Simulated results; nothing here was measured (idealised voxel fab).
process module | voxel wiring stack
cross-section cut | 185 nm wide | cells 5 nm
A cross-section is a grid of square cells, given in bands from the top down. A band is one or more rows of cells.
Each band's line starts with the height of the band's top and of its bottom, in nm. Then come its materials from left to right, each with its width in nm. One material with "throughout" fills the band from edge to edge. "air" is empty space.
Height 0 is the level under which the wafer as received is all one material. The lowest band goes on downwards, as in "0 down".
A width such as "30 to 40" changes by the same amount from each row of cells to the next, from the band's top row to its bottom row.
"no change" after a step means that no cell of the cross-section changed.
closed voids: empty space of 8 cells or more with no open way to the top, each as width x height at its distance from the left edge, in nm
after a step's settings: what the simulator itself notes on the step
overlay nm, on a step with a mask: how far to the right of its planned place the mask lay; to the left if negative
plan
1 op RECEIVE | material Si
2 op CONFORMAL_DEP | material SiO2 | thk nm 15
3 op CONFORMAL_DEP | material SiCN | thk nm 5
4 op DIRECTIONAL_DEP | material SiO2 | thk nm 20
5 op MASKED_ETCH | tone open | mask id METAL_1 | width nm 30 | pitch nm 60 | etch materials SiO2 | depth nm 20 | overlay nm 0
6 op MASKED_ETCH | tone open | mask id METAL_1 | width nm 30 | pitch nm 60 | etch materials SiCN | depth nm 5 | overlay nm 0
7 op CONFORMAL_DEP | material TiN | thk nm 5
8 op FILL_DEP | material Ru | thk nm 10
9 op CMP | height nm 40
10 op CONFORMAL_DEP | material SiCN | thk nm 5
11 op DIRECTIONAL_DEP | material SiO2 | thk nm 25
12 op PATTERN | tone open | mask id METAL_2 | material resist | width nm 30 | pitch nm 60 | thk nm 15 | overlay nm 0
13 op DIRECTIONAL_ETCH | etch materials SiO2 | depth nm 15
14 op STRIP | etch materials resist
15 op MASKED_ETCH | tone open | mask id METAL_2_HOLES | width nm 15 | pitch nm 60 | etch materials SiO2 | depth nm 10 | overlay nm 0
16 op MASKED_ETCH | tone open | mask id METAL_2_HOLES | width nm 15 | pitch nm 60 | etch materials SiCN | depth nm 5 | overlay nm 0
17 op CONFORMAL_DEP | material TiN | thk nm 5
18 op FILL_DEP | material Cu | thk nm 10
19 op CMP | height nm 70
20 op CONFORMAL_DEP | material SiCN | thk nm 5
21 op DIRECTIONAL_DEP | material SiO2 | thk nm 35
22 op MASKED_ETCH | tone open | mask id METAL_3_HOLES | width nm 15 | pitch nm 120 | etch materials SiO2 | depth nm 35 | overlay nm 0
23 op MASKED_ETCH | tone open | mask id METAL_3 | width nm 30 | pitch nm 60 | etch materials SiO2 | depth nm 20 | overlay nm 0
24 op MASKED_ETCH | tone open | mask id METAL_3 | width nm 30 | pitch nm 60 | etch materials SiCN | depth nm 5 | overlay nm 0
25 op CONFORMAL_DEP | material TiN | thk nm 5
26 op FILL_DEP | material Ru | thk nm 5
27 op CMP | height nm 110
28 op CONFORMAL_DEP | material SiCN | thk nm 5
as received, after step 1
  0 down: Si throughout
  closed voids: none
first wafer at the end, as planned
  115 to 110: SiCN throughout
  110 to 95: SiO2 15 | TiN 5 | Ru 20 | TiN 5 | SiO2 30 | TiN 5 | Ru 20 | TiN 5 | SiO2 30 | TiN 5 | Ru 20 | TiN 5 | SiO2 20
  95 to 90: SiO2 15 | TiN 5 | Ru 5 | TiN 20 | SiO2 30 | TiN 30 | SiO2 30 | TiN 5 | Ru 5 | TiN 20 | SiO2 20
  90 to 75: SiO2 15 | TiN 5 | Ru 5 | TiN 5 | SiO2 105 | TiN 5 | Ru 5 | TiN 5 | SiO2 35
  75 to 70: SiCN 15 | TiN 15 | SiCN 105 | TiN 15 | SiCN 35
  70 to 60: SiO2 15 | TiN 5 | Cu 20 | TiN 5 | SiO2 30 | TiN 5 | Cu 20 | TiN 5 | SiO2 30 | TiN 5 | Cu 20 | TiN 5 | SiO2 20
  60 to 55: SiO2 15 | TiN 5 | Cu 5 | TiN 20 | SiO2 30 | TiN 5 | Cu 5 | TiN 20 | SiO2 30 | TiN 5 | Cu 5 | TiN 20 | SiO2 20
  55 to 45: SiO2 15 | TiN 5 | Cu 5 | TiN 5 | SiO2 45 | TiN 5 | Cu 5 | TiN 5 | SiO2 45 | TiN 5 | Cu 5 | TiN 5 | SiO2 35
  45 to 40: SiCN 15 | TiN 15 | SiCN 45 | TiN 15 | SiCN 45 | TiN 15 | SiCN 35
  40 to 20: SiO2 15 | TiN 5 | Ru 20 | TiN 5 | SiO2 30 | TiN 5 | Ru 20 | TiN 5 | SiO2 30 | TiN 5 | Ru 20 | TiN 5 | SiO2 20
  20 to 15: SiCN 15 | TiN 30 | SiCN 30 | TiN 30 | SiCN 30 | TiN 30 | SiCN 20
  15 to 0: SiO2 throughout
  0 down: Si throughout
  closed voids: none
second wafer at the end: like start, like plan, one mistake
  115 to 110: SiCN throughout
  110 to 95: SiO2 15 | TiN 5 | Ru 20 | TiN 5 | SiO2 30 | TiN 5 | Ru 20 | TiN 5 | SiO2 30 | TiN 5 | Ru 20 | TiN 5 | SiO2 20
  95 to 90: SiO2 15 | TiN 5 | Ru 5 | TiN 20 | SiO2 30 | TiN 30 | SiO2 30 | TiN 5 | Ru 5 | TiN 20 | SiO2 20
  90 to 75: SiO2 15 | TiN 5 | Ru 5 | TiN 5 | SiO2 105 | TiN 5 | Ru 5 | TiN 5 | SiO2 35
  75 to 70: SiCN 15 | TiN 15 | SiCN 105 | TiN 15 | SiCN 35
  70 to 65: Cu throughout
  65 to 60: TiN 20 | Cu 20 | TiN 40 | Cu 20 | TiN 40 | Cu 20 | TiN 25
  60 to 50: SiO2 15 to 30 | TiN 20 to 5 | Cu 5 | TiN 5 | SiO2 30 to 45 | TiN 20 to 5 | Cu 5 | TiN 5 | SiO2 30 to 45 | TiN 20 to 5 | Cu 5 | TiN 5 | SiO2 20
  50 to 45: SiO2 30 | TiN 15 | SiO2 45 | TiN 15 | SiO2 45 | TiN 15 | SiO2 20
  45 to 40: SiCN throughout
  40 to 20: SiO2 15 | TiN 5 | Ru 20 | TiN 5 | SiO2 30 | TiN 5 | Ru 20 | TiN 5 | SiO2 30 | TiN 5 | Ru 20 | TiN 5 | SiO2 20
  20 to 15: SiCN 15 | TiN 30 | SiCN 30 | TiN 30 | SiCN 30 | TiN 30 | SiCN 20
  15 to 0: SiO2 throughout
  0 down: Si throughout
  closed voids: none
what went wrong: step 15 ran as: op MASKED_ETCH | tone cover | mask id METAL_2_HOLES | width nm 15 | pitch nm 60 | etch materials SiO2 | depth nm 10 | overlay nm 0
at the end the second wafer has, in cells: 22 more of Cu | 9 more of SiCN | 38 fewer of SiO2 | 7 more of TiN
